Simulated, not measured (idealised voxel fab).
Proc. module: voxel capacitor over wiring
Square cell edge 5 nm, section width 155 nm, ID cut.
Cross-section = grid of square cells, listed top down in bands; band = one or more rows.
Look at the band entry: it leads with the top's height and the bottom's height in nm. Then it lists the materials left to right, with a width in nm for each. The word "everywhere" on a single material says that material fills the band edge to edge. The word "blank" is empty space.
Zero point of the height axis is 0; under it, received wafer = one material. Lowest band: continues down indefinitely, "top 0, no bottom".
Per-row width for "30 to 40": begins at first number (top row of band), ends at second number (bottom row), increment between rows held constant.
"same as before" -> step changed no cross-section cell.
"Voids, enclosed" specifies each empty space that is not open to the top and that occupies no fewer than 8 cells, using the form width x height at distance, the distance measured from the left edge and all three quantities in nm.
It should be noted that, on the line of a given step, the content following the step's settings is a remark produced by the simulator itself with respect to that step.
For masked steps, "overlay nm" on the step line gives how far right of plan the mask actually lay; a minus sign means it lay to the left.

The following list gives the planned process steps:
1: op RECEIVE | material Si
2: op CONFORMAL_DEP | material SiO2 | thk nm 15
3: op CONFORMAL_DEP | material SiCN | thk nm 5
4: op DIRECTIONAL_DEP | material SiO2 | thk nm 15
5: op PATTERN | tone open | mask id METAL_1 | material resist | width nm 25 | pitch nm 90 | thk nm 20 | overlay nm 0
6: op DIRECTIONAL_ETCH | etch materials SiO2 | depth nm 15
7: op DIRECTIONAL_ETCH | etch materials SiCN | depth nm 5
8: op STRIP | etch materials resist
9: op CONFORMAL_DEP | material TiN | thk nm 5
10: op FILL_DEP | material Ru | thk nm 10
11: op CMP | height nm 35
12: op CONFORMAL_DEP | material SiCN | thk nm 5
13: op DIRECTIONAL_DEP | material SiO2 | thk nm 15
14: op DIRECTIONAL_DEP | material aC | thk nm 10
15: op PATTERN | tone open | mask id PLUG_1 | material resist | width nm 15 | thk nm 25 | overlay nm 0
16: op DIRECTIONAL_ETCH | etch materials aC | depth nm 10
17: op STRIP | etch materials resist
18: op DIRECTIONAL_ETCH | etch materials SiO2 | depth nm 15
19: op DIRECTIONAL_ETCH | etch materials SiCN | depth nm 5
20: op STRIP | etch materials aC
21: op EPI | material Ru | thk nm 10
22: op EPI | material Ru | thk nm 10
23: op DIRECTIONAL_DEP | material TiN | thk nm 10
24: op DIRECTIONAL_DEP | material HfO2 | thk nm 5
25: op DIRECTIONAL_DEP | material TiN | thk nm 5
26: op PATTERN | tone cover | mask id UPPER_PLATE | material resist | width nm 70 | thk nm 15 | overlay nm 0
27: op DIRECTIONAL_ETCH | etch materials TiN | depth nm 5
28: op DIRECTIONAL_ETCH | etch materials HfO2 | depth nm 5
29: op STRIP | etch materials resist
30: op PATTERN | tone cover | mask id LOWER_PLATE | material resist | width nm 80 | thk nm 20 | overlay nm 0
31: op DIRECTIONAL_ETCH | etch materials TiN | depth nm 10
32: op STRIP | etch materials resist
33: op FILL_DEP | material SiO2 | thk nm 20
34: op CMP | height nm 90
35: op PATTERN | tone open | mask id PLUG_2 | material resist | width nm 15 | thk nm 20 | overlay nm 0
36: op DIRECTIONAL_ETCH | etch materials SiO2 | depth nm 15
37: op STRIP | etch materials resist
38: op CONFORMAL_DEP | material TiN | thk nm 5
39: op FILL_DEP | material Ru | thk nm 10
40: op CMP | height nm 90
41: op CONFORMAL_DEP | material SiCN | thk nm 5

First wafer, two in total, run as planned:

Cross-section of the wafer upon arrival, representing the state reached after step 1:
  top 0, no bottom  Si everywhere
  Voids, enclosed: none

Wafer xsec, post step 2:
  top 15, bottom 0  SiO2 everywhere
  For the remainder of the cross-section, below 0, there is no change.

Wafer xsec, post step 3:
  top 20, bottom 15  SiCN everywhere
  For the remainder of the cross-section, below 15, there is no change.

Wafer xsec, post step 4:
  top 35, bottom 20  SiO2 everywhere
  For the remainder of the cross-section, below 20, there is no change.

Wafer xsec, post step 5:
  top 55, bottom 35  20 of resist  25 of blank  65 of resist  25 of blank  20 of resist
  For the remainder of the cross-section, below 35, there is no change.

Wafer xsec, post step 6:
  top 55, bottom 35  20 of resist  25 of blank  65 of resist  25 of blank  20 of resist
  top 35, bottom 20  20 of SiO2  25 of blank  65 of SiO2  25 of blank  20 of SiO2
  For the remainder of the cross-section, below 20, there is no change.

Wafer xsec, post step 7:
  top 55, bottom 35  20 of resist  25 of blank  65 of resist  25 of blank  20 of resist
  top 35, bottom 20  20 of SiO2  25 of blank  65 of SiO2  25 of blank  20 of SiO2
  top 20, bottom 15  20 of SiCN  25 of blank  65 of SiCN  25 of blank  20 of SiCN
  For the remainder of the cross-section, below 15, there is no change.

Wafer xsec, post step 8:
  top 35, bottom 20  20 of SiO2  25 of blank  65 of SiO2  25 of blank  20 of SiO2
  For the remainder of the cross-section, below 20, there is no change.

Wafer xsec, post step 9:
  top 40, bottom 35  25 of TiN  15 of blank  75 of TiN  15 of blank  25 of TiN
  top 35, bottom 20  20 of SiO2  5 of TiN  15 of blank  5 of TiN  65 of SiO2  5 of TiN  15 of blank  5 of TiN  20 of SiO2
  top 20, bottom 15  20 of SiCN  25 of TiN  65 of SiCN  25 of TiN  20 of SiCN
  For the remainder of the cross-section, below 15, there is no change.

Wafer xsec, post step 10:
  top 50, bottom 40  Ru everywhere
  top 40, bottom 35  25 of TiN  15 of Ru  75 of TiN  15 of Ru  25 of TiN
  top 35, bottom 20  20 of SiO2  5 of TiN  15 of Ru  5 of TiN  65 of SiO2  5 of TiN  15 of Ru  5 of TiN  20 of SiO2
  For the remainder of the cross-section, below 20, there is no change.

Wafer xsec, post step 11:
  top 35, bottom 20  20 of SiO2  5 of TiN  15 of Ru  5 of TiN  65 of SiO2  5 of TiN  15 of Ru  5 of TiN  20 of SiO2
  For the remainder of the cross-section, below 20, there is no change.

Wafer xsec, post step 12:
  top 40, bottom 35  SiCN everywhere
  For the remainder of the cross-section, below 35, there is no change.

Wafer xsec, post step 13:
  top 55, bottom 40  SiO2 everywhere
  For the remainder of the cross-section, below 40, there is no change.

Wafer xsec, post step 14:
  top 65, bottom 55  aC everywhere
  For the remainder of the cross-section, below 55, there is no change.

Wafer xsec, post step 15:
  top 90, bottom 65  30 of resist  15 of blank  110 of resist
  For the remainder of the cross-section, below 65, there is no change.

Wafer xsec, post step 16:
  top 80, bottom 65  30 of resist  15 of blank  110 of resist
  top 65, bottom 55  30 of aC  15 of blank  110 of aC
  For the remainder of the cross-section, below 55, there is no change.

Wafer xsec, post step 17:
  top 65, bottom 55  30 of aC  15 of blank  110 of aC
  For the remainder of the cross-section, below 55, there is no change.

Wafer xsec, post step 18:
  top 65, bottom 55  30 of aC  15 of blank  110 of aC
  top 55, bottom 40  30 of SiO2  15 of blank  110 of SiO2
  For the remainder of the cross-section, below 40, there is no change.

Wafer xsec, post step 19:
  top 65, bottom 55  30 of aC  15 of blank  110 of aC
  top 55, bottom 40  30 of SiO2  15 of blank  110 of SiO2
  top 40, bottom 35  30 of SiCN  15 of blank  110 of SiCN
  For the remainder of the cross-section, below 35, there is no change.

Wafer xsec, post step 20:
  top 55, bottom 40  30 of SiO2  15 of blank  110 of SiO2
  For the remainder of the cross-section, below 40, there is no change.

Wafer xsec, post step 21:
  top 55, bottom 45  30 of SiO2  15 of blank  110 of SiO2
  top 45, bottom 40  30 of SiO2  15 of Ru  110 of SiO2
  top 40, bottom 35  30 of SiCN  15 of Ru  110 of SiCN
  For the remainder of the cross-section, below 35, there is no change.

Wafer xsec, post step 22:
  top 55, bottom 40  30 of SiO2  15 of Ru  110 of SiO2
  For the remainder of the cross-section, below 40, there is no change.

Wafer xsec, post step 23:
  top 65, bottom 55  TiN everywhere
  For the remainder of the cross-section, below 55, there is no change.

Wafer xsec, post step 24:
  top 70, bottom 65  HfO2 everywhere
  For the remainder of the cross-section, below 65, there is no change.

Wafer xsec, post step 25:
  top 75, bottom 70  TiN everywhere
  For the remainder of the cross-section, below 70, there is no change.

Wafer xsec, post step 26:
  top 90, bottom 75  30 of blank  70 of resist  55 of blank
  For the remainder of the cross-section, below 75, there is no change.

Wafer xsec, post step 27:
  top 90, bottom 75  30 of blank  70 of resist  55 of blank
  top 75, bottom 70  30 of blank  70 of TiN  55 of blank
  For the remainder of the cross-section, below 70, there is no change.

Wafer xsec, post step 28:
  top 90, bottom 75  30 of blank  70 of resist  55 of blank
  top 75, bottom 70  30 of blank  70 of TiN  55 of blank
  top 70, bottom 65  30 of blank  70 of HfO2  55 of blank
  For the remainder of the cross-section, below 65, there is no change.

Wafer xsec, post step 29:
  top 75, bottom 70  30 of blank  70 of TiN  55 of blank
  For the remainder of the cross-section, below 70, there is no change.

Wafer xsec, post step 30:
  top 95, bottom 75  25 of blank  80 of resist  50 of blank
  top 75, bottom 70  25 of blank  5 of resist  70 of TiN  5 of resist  50 of blank
  top 70, bottom 65  25 of blank  5 of resist  70 of HfO2  5 of resist  50 of blank
  For the remainder of the cross-section, below 65, there is no change.

Wafer xsec, post step 31:
  top 95, bottom 75  25 of blank  80 of resist  50 of blank
  top 75, bottom 70  25 of blank  5 of resist  70 of TiN  5 of resist  50 of blank
  top 70, bottom 65  25 of blank  5 of resist  70 of HfO2  5 of resist  50 of blank
  top 65, bottom 55  25 of blank  80 of TiN  50 of blank
  For the remainder of the cross-section, below 55, there is no change.

Wafer xsec, post step 32:
  top 75, bottom 70  30 of blank  70 of TiN  55 of blank
  top 70, bottom 65  30 of blank  70 of HfO2  55 of blank
  For the remainder of the cross-section, below 65, there is no change.

Wafer xsec, post step 33:
  top 95, bottom 75  SiO2 everywhere
  top 75, bottom 70  30 of SiO2  70 of TiN  55 of SiO2
  top 70, bottom 65  30 of SiO2  70 of HfO2  55 of SiO2
  top 65, bottom 55  25 of SiO2  80 of TiN  50 of SiO2
  For the remainder of the cross-section, below 55, there is no change.

Wafer xsec, post step 34:
  top 90, bottom 75  SiO2 everywhere
  For the remainder of the cross-section, below 75, there is no change.

Wafer xsec, post step 35:
  top 110, bottom 90  40 of resist  15 of blank  100 of resist
  For the remainder of the cross-section, below 90, there is no change.

Wafer xsec, post step 36:
  top 110, bottom 90  40 of resist  15 of blank  100 of resist
  top 90, bottom 75  40 of SiO2  15 of blank  100 of SiO2
  For the remainder of the cross-section, below 75, there is no change.

Wafer xsec, post step 37:
  top 90, bottom 75  40 of SiO2  15 of blank  100 of SiO2
  For the remainder of the cross-section, below 75, there is no change.

Wafer xsec, post step 38:
  top 95, bottom 90  45 of TiN  5 of blank  105 of TiN
  top 90, bottom 80  40 of SiO2  5 of TiN  5 of blank  5 of TiN  100 of SiO2
  top 80, bottom 70  40 to 30 of SiO2  15 to 70 of TiN  100 to 55 of SiO2
  For the remainder of the cross-section, below 70, there is no change.

Wafer xsec, post step 39:
  top 105, bottom 95  Ru everywhere
  top 95, bottom 90  45 of TiN  5 of Ru  105 of TiN
  top 90, bottom 80  40 of SiO2  5 of TiN  5 of Ru  5 of TiN  100 of SiO2
  For the remainder of the cross-section, below 80, there is no change.

Wafer xsec, post step 40:
  top 90, bottom 80  40 of SiO2  5 of TiN  5 of Ru  5 of TiN  100 of SiO2
  For the remainder of the cross-section, below 80, there is no change.

Wafer xsec, post step 41:
  top 95, bottom 90  SiCN everywhere
  For the remainder of the cross-section, below 90, there is no change.

Okay, second wafer. Nothing different at the start, nothing different in the plan, just one mistake somewhere in the running. As far as step 1, counting that step, it's the first wafer all over again:

What the second wafer looks like in cross-section when step 2 should have wrapped up:
  top 5, bottom 0  SiO2 everywhere
  For the remainder of the cross-section, below 0, there is no change.

What the second wafer looks like in cross-section when step 3 should have wrapped up:
  top 10, bottom 5  SiCN everywhere
  For the remainder of the cross-section, below 5, there is no change.

What the second wafer looks like in cross-section when step 4 should have wrapped up:
  top 25, bottom 10  SiO2 everywhere
  For the remainder of the cross-section, below 10, there is no change.

What the second wafer looks like in cross-section when step 5 should have wrapped up:
  top 45, bottom 25  20 of resist  25 of blank  65 of resist  25 of blank  20 of resist
  For the remainder of the cross-section, below 25, there is no change.

What the second wafer looks like in cross-section when step 6 should have wrapped up:
  top 45, bottom 25  20 of resist  25 of blank  65 of resist  25 of blank  20 of resist
  top 25, bottom 10  20 of SiO2  25 of blank  65 of SiO2  25 of blank  20 of SiO2
  For the remainder of the cross-section, below 10, there is no change.

What the second wafer looks like in cross-section when step 7 should have wrapped up:
  top 45, bottom 25  20 of resist  25 of blank  65 of resist  25 of blank  20 of resist
  top 25, bottom 10  20 of SiO2  25 of blank  65 of SiO2  25 of blank  20 of SiO2
  top 10, bottom 5  20 of SiCN  25 of blank  65 of SiCN  25 of blank  20 of SiCN
  For the remainder of the cross-section, below 5, there is no change.

What the second wafer looks like in cross-section when step 8 should have wrapped up:
  top 25, bottom 10  20 of SiO2  25 of blank  65 of SiO2  25 of blank  20 of SiO2
  For the remainder of the cross-section, below 10, there is no change.

What the second wafer looks like in cross-section when step 9 should have wrapped up:
  top 30, bottom 25  25 of TiN  15 of blank  75 of TiN  15 of blank  25 of TiN
  top 25, bottom 10  20 of SiO2  5 of TiN  15 of blank  5 of TiN  65 of SiO2  5 of TiN  15 of blank  5 of TiN  20 of SiO2
  top 10, bottom 5  20 of SiCN  25 of TiN  65 of SiCN  25 of TiN  20 of SiCN
  For the remainder of the cross-section, below 5, there is no change.

What the second wafer looks like in cross-section when step 10 should have wrapped up:
  top 40, bottom 30  Ru everywhere
  top 30, bottom 25  25 of TiN  15 of Ru  75 of TiN  15 of Ru  25 of TiN
  top 25, bottom 10  20 of SiO2  5 of TiN  15 of Ru  5 of TiN  65 of SiO2  5 of TiN  15 of Ru  5 of TiN  20 of SiO2
  For the remainder of the cross-section, below 10, there is no change.

What the second wafer looks like in cross-section when step 11 should have wrapped up:
  top 35, bottom 30  Ru everywhere
  For the remainder of the cross-section, below 30, there is no change.

What the second wafer looks like in cross-section when step 12 should have wrapped up:
  top 40, bottom 35  SiCN everywhere
  For the remainder of the cross-section, below 35, there is no change.

What the second wafer looks like in cross-section when step 13 should have wrapped up:
  top 55, bottom 40  SiO2 everywhere
  For the remainder of the cross-section, below 40, there is no change.

What the second wafer looks like in cross-section when step 14 should have wrapped up:
  top 65, bottom 55  aC everywhere
  For the remainder of the cross-section, below 55, there is no change.

What the second wafer looks like in cross-section when step 15 should have wrapped up:
  top 90, bottom 65  30 of resist  15 of blank  110 of resist
  For the remainder of the cross-section, below 65, there is no change.

What the second wafer looks like in cross-section when step 16 should have wrapped up:
  top 80, bottom 65  30 of resist  15 of blank  110 of resist
  top 65, bottom 55  30 of aC  15 of blank  110 of aC
  For the remainder of the cross-section, below 55, there is no change.

What the second wafer looks like in cross-section when step 17 should have wrapped up:
  top 65, bottom 55  30 of aC  15 of blank  110 of aC
  For the remainder of the cross-section, below 55, there is no change.

What the second wafer looks like in cross-section when step 18 should have wrapped up:
  top 65, bottom 55  30 of aC  15 of blank  110 of aC
  top 55, bottom 40  30 of SiO2  15 of blank  110 of SiO2
  For the remainder of the cross-section, below 40, there is no change.

What the second wafer looks like in cross-section when step 19 should have wrapped up:
  top 65, bottom 55  30 of aC  15 of blank  110 of aC
  top 55, bottom 40  30 of SiO2  15 of blank  110 of SiO2
  top 40, bottom 35  30 of SiCN  15 of blank  110 of SiCN
  For the remainder of the cross-section, below 35, there is no change.

What the second wafer looks like in cross-section when step 20 should have wrapped up:
  top 55, bottom 40  30 of SiO2  15 of blank  110 of SiO2
  For the remainder of the cross-section, below 40, there is no change.

What the second wafer looks like in cross-section when step 21 should have wrapped up:
  top 55, bottom 45  30 of SiO2  15 of blank  110 of SiO2
  top 45, bottom 40  30 of SiO2  15 of Ru  110 of SiO2
  top 40, bottom 35  30 of SiCN  15 of Ru  110 of SiCN
  For the remainder of the cross-section, below 35, there is no change.

What the second wafer looks like in cross-section when step 22 should have wrapped up:
  top 55, bottom 40  30 of SiO2  15 of Ru  110 of SiO2
  For the remainder of the cross-section, below 40, there is no change.

What the second wafer looks like in cross-section when step 23 should have wrapped up:
  top 65, bottom 55  TiN everywhere
  For the remainder of the cross-section, below 55, there is no change.

What the second wafer looks like in cross-section when step 24 should have wrapped up:
  top 70, bottom 65  HfO2 everywhere
  For the remainder of the cross-section, below 65, there is no change.

What the second wafer looks like in cross-section when step 25 should have wrapped up:
  top 75, bottom 70  TiN everywhere
  For the remainder of the cross-section, below 70, there is no change.

What the second wafer looks like in cross-section when step 26 should have wrapped up:
  top 90, bottom 75  30 of blank  70 of resist  55 of blank
  For the remainder of the cross-section, below 75, there is no change.

What the second wafer looks like in cross-section when step 27 should have wrapped up:
  top 90, bottom 75  30 of blank  70 of resist  55 of blank
  top 75, bottom 70  30 of blank  70 of TiN  55 of blank
  For the remainder of the cross-section, below 70, there is no change.

What the second wafer looks like in cross-section when step 28 should have wrapped up:
  top 90, bottom 75  30 of blank  70 of resist  55 of blank
  top 75, bottom 70  30 of blank  70 of TiN  55 of blank
  top 70, bottom 65  30 of blank  70 of HfO2  55 of blank
  For the remainder of the cross-section, below 65, there is no change.

What the second wafer looks like in cross-section when step 29 should have wrapped up:
  top 75, bottom 70  30 of blank  70 of TiN  55 of blank
  For the remainder of the cross-section, below 70, there is no change.

What the second wafer looks like in cross-section when step 30 should have wrapped up:
  top 95, bottom 75  25 of blank  80 of resist  50 of blank
  top 75, bottom 70  25 of blank  5 of resist  70 of TiN  5 of resist  50 of blank
  top 70, bottom 65  25 of blank  5 of resist  70 of HfO2  5 of resist  50 of blank
  For the remainder of the cross-section, below 65, there is no change.

What the second wafer looks like in cross-section when step 31 should have wrapped up:
  top 95, bottom 75  25 of blank  80 of resist  50 of blank
  top 75, bottom 70  25 of blank  5 of resist  70 of TiN  5 of resist  50 of blank
  top 70, bottom 65  25 of blank  5 of resist  70 of HfO2  5 of resist  50 of blank
  top 65, bottom 55  25 of blank  80 of TiN  50 of blank
  For the remainder of the cross-section, below 55, there is no change.

What the second wafer looks like in cross-section when step 32 should have wrapped up:
  top 75, bottom 70  30 of blank  70 of TiN  55 of blank
  top 70, bottom 65  30 of blank  70 of HfO2  55 of blank
  For the remainder of the cross-section, below 65, there is no change.

What the second wafer looks like in cross-section when step 33 should have wrapped up:
  top 95, bottom 75  SiO2 everywhere
  top 75, bottom 70  30 of SiO2  70 of TiN  55 of SiO2
  top 70, bottom 65  30 of SiO2  70 of HfO2  55 of SiO2
  top 65, bottom 55  25 of SiO2  80 of TiN  50 of SiO2
  For the remainder of the cross-section, below 55, there is no change.

What the second wafer looks like in cross-section when step 34 should have wrapped up:
  top 90, bottom 75  SiO2 everywhere
  For the remainder of the cross-section, below 75, there is no change.

What the second wafer looks like in cross-section when step 35 should have wrapped up:
  top 110, bottom 90  40 of resist  15 of blank  100 of resist
  For the remainder of the cross-section, below 90, there is no change.

What the second wafer looks like in cross-section when step 36 should have wrapped up:
  top 110, bottom 90  40 of resist  15 of blank  100 of resist
  top 90, bottom 75  40 of SiO2  15 of blank  100 of SiO2
  For the remainder of the cross-section, below 75, there is no change.

What the second wafer looks like in cross-section when step 37 should have wrapped up:
  top 90, bottom 75  40 of SiO2  15 of blank  100 of SiO2
  For the remainder of the cross-section, below 75, there is no change.

What the second wafer looks like in cross-section when step 38 should have wrapped up:
  top 95, bottom 90  45 of TiN  5 of blank  105 of TiN
  top 90, bottom 80  40 of SiO2  5 of TiN  5 of blank  5 of TiN  100 of SiO2
  top 80, bottom 70  40 to 30 of SiO2  15 to 70 of TiN  100 to 55 of SiO2
  For the remainder of the cross-section, below 70, there is no change.

What the second wafer looks like in cross-section when step 39 should have wrapped up:
  top 105, bottom 95  Ru everywhere
  top 95, bottom 90  45 of TiN  5 of Ru  105 of TiN
  top 90, bottom 80  40 of SiO2  5 of TiN  5 of Ru  5 of TiN  100 of SiO2
  For the remainder of the cross-section, below 80, there is no change.

What the second wafer looks like in cross-section when step 40 should have wrapped up:
  top 90, bottom 80  40 of SiO2  5 of TiN  5 of Ru  5 of TiN  100 of SiO2
  For the remainder of the cross-section, below 80, there is no change.

What the second wafer looks like in cross-section when step 41 should have wrapped up:
  top 95, bottom 90  SiCN everywhere
  For the remainder of the cross-section, below 90, there is no change.
What was done differently from what was planned? step 2 went in with a setting other than planned; the actual run was op CONFORMAL_DEP | material SiO2 | thk nm 5
At the finish, the second wafer shows more or fewer cells for some materials than the first does: Ru +37 | SiO2 -62 | TiN +25
